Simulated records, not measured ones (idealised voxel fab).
voxel ribs on slabs: a process module
Section shown: cut. Width: 200 nm. Cell size: 5 nm, square.
How to read a cross-section here: the picture is a grid of square cells, written as bands going from the top down, and any band can span one or more rows of cells.
It is stipulated that each band's entry specify, in nanometres, the height of the top of the band and then that of its bottom, followed by the materials of the band in left-to-right sequence, each together with its width in nanometres. A single material marked by the word "edge to edge" is understood to fill the band from edge to edge; the word "air" is understood to denote empty space.
Height 0 is the level under which the wafer as received is all one material. The lowest band goes on downwards, as in "z 0 and below".
It should be noted that a width expressed as "30..40" varies in equal increments from row to row of cells within the band, taking the value of the first number at the top row and that of the second number at the bottom row.
"all unchanged", as given for a step, is the statement that not any cell of the cross-section underwent a change during that step.
The list in "Trapped void list" covers empty spaces of 8 cells or more that cannot reach the top through any open way, and it gives each as width x height at distance; the distance is from the left edge, and width, height and distance are in nm.
If you see something after the settings on a step's line, that's the simulator's own remark about that step.
overlay nm: mask offset rightward from planned place, masked step; negative means leftward offset.
### Process steps - plan
1. op RECEIVE | material Si
2. op DIRECTIONAL_DEP | material SiO2 | thk nm 25
3. op DIRECTIONAL_DEP | material SiN | thk nm 20
4. op DIRECTIONAL_DEP | material aC | thk nm 10
5. op PATTERN | tone cover | mask id RIB | material resist | width nm 20 | thk nm 30 | overlay nm 0
6. op DIRECTIONAL_ETCH | etch materials aC | depth nm 10
7. op STRIP | etch materials resist
8. op DIRECTIONAL_ETCH | etch materials SiN | depth nm 10
9. op STRIP | etch materials aC
10. op PATTERN | tone cover | mask id SLAB | material resist | width nm 80 | thk nm 15 | overlay nm 0
11. op DIRECTIONAL_ETCH | etch materials SiN | depth nm 10
12. op STRIP | etch materials resist
13. op FILL_DEP | material SiO2 | thk nm 25
14. op CMP | height nm 65
15. op DIRECTIONAL_DEP | material W | thk nm 10
16. op PATTERN | tone cover | mask id HEATER | material resist | width nm 30 | thk nm 20 | overlay nm -15
17. op DIRECTIONAL_ETCH | etch materials W | depth nm 10
18. op STRIP | etch materials resist
19. op CONFORMAL_DEP | material SiN | thk nm 5
Don't read the plan's overlay nm for step 16 as applying to every wafer: that's the first wafer's value, and the wafers differ in it, though they all start identical.
### Cross-sectional view of the first of several wafers in the as-received condition, corresponding to the state following step 1
> z 0 and below = Si edge to edge
> Trapped void list: none
### Every row in this table is a wafer at the end of the module, and it gives, for each of the materials, the cells that wafer has gained (+) or lost (-) since it was received, then its closed voids
overlay nm -15; +84 SiN; +480 SiO2; +12 W; Trapped void list: none
overlay nm -10; +84 SiN; +480 SiO2; +12 W; Trapped void list: none
overlay nm -5; +84 SiN; +480 SiO2; +12 W; Trapped void list: none
overlay nm 0; +84 SiN; +480 SiO2; +12 W; Trapped void list: none
overlay nm 5; +84 SiN; +480 SiO2; +12 W; Trapped void list: none
overlay nm 10; +84 SiN; +480 SiO2; +12 W; Trapped void list: none
overlay nm 15; +84 SiN; +480 SiO2; +12 W; Trapped void list: none
